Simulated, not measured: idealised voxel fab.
process module | voxel fin reveal
cross-section cut | 220 nm wide | cells 5 nm
A cross-section is a grid of square cells, given in bands from the top down. A band is one or more rows of cells.
Each band's line starts with the height of the band's top and of its bottom, in nm. Then come its materials from left to right, each with its width in nm. One material with "throughout" fills the band from edge to edge. "air" is empty space.
Height 0 is the level under which the wafer as received is all one material. The lowest band goes on downwards, as in "0 down".
A width such as "30 to 40" changes by the same amount from each row of cells to the next, from the band's top row to its bottom row.
"no change" after a step means that no cell of the cross-section changed.
closed voids: empty space of 8 cells or more with no open way to the top, each as width x height at its distance from the left edge, in nm
after a step's settings: what the simulator itself notes on the step
overlay nm, on a step with a mask: how far to the right of its planned place the mask lay; to the left if negative
plan
1 op RECEIVE | material Si
2 op CONFORMAL_DEP | material SiN | thk nm 10
3 op MASKED_ETCH | tone cover | mask id FINS | width nm 15 | pitch nm 35 | etch materials SiN | depth nm 10 | overlay nm -15
4 op MASKED_ETCH | tone cover | mask id FINS | width nm 15 | pitch nm 35 | etch materials Si | depth nm 40 | overlay nm 0
5 op OXIDIZE | depth nm 5
6 op FILL_DEP | material SiO2 | thk nm 15
7 op CMP | height nm 10
8 op SELECTIVE_ETCH | etch materials SiO2 | depth nm 30
9 op STRIP | etch materials SiN
varied across the wafers: overlay nm of step 3. The plan shows the first wafer's value. All wafers start alike
first wafer as received, after step 1
  0 down: Si throughout
  closed voids: none
first wafer at the end, after step 9
  0 to -5: air 55 | Si 5 | air 30 | Si 5 | air 30 | Si 5 | air 90
  -5 to -20: air 55 | Si 20 | air 15 | Si 20 | air 15 | Si 20 | air 75
  -20 to -45: SiO2 55 | Si 20 | SiO2 15 | Si 20 | SiO2 15 | Si 20 | SiO2 75
  -45 down: Si throughout
  closed voids: none
last wafer at the end
  0 to -5: air 85 | Si 5 | air 30 | Si 5 | air 30 | Si 5 | air 60
  -5 to -20: air 70 | Si 20 | air 15 | Si 20 | air 15 | Si 20 | air 60
  -20 to -45: SiO2 70 | Si 20 | SiO2 15 | Si 20 | SiO2 15 | Si 20 | SiO2 60
  -45 down: Si throughout
  closed voids: none
each wafer at the end: cells of each material gained (+) or lost (-) since it was received, then its closed voids
overlay nm -15 | -297 Si | +160 SiO2 | closed voids: none
overlay nm -10 | -321 Si | +175 SiO2 | closed voids: none
overlay nm -5 | -345 Si | +190 SiO2 | closed voids: none
overlay nm 0 | -369 Si | +205 SiO2 | closed voids: none
overlay nm 5 | -345 Si | +190 SiO2 | closed voids: none
overlay nm 10 | -321 Si | +175 SiO2 | closed voids: none
overlay nm 15 | -297 Si | +160 SiO2 | closed voids: none
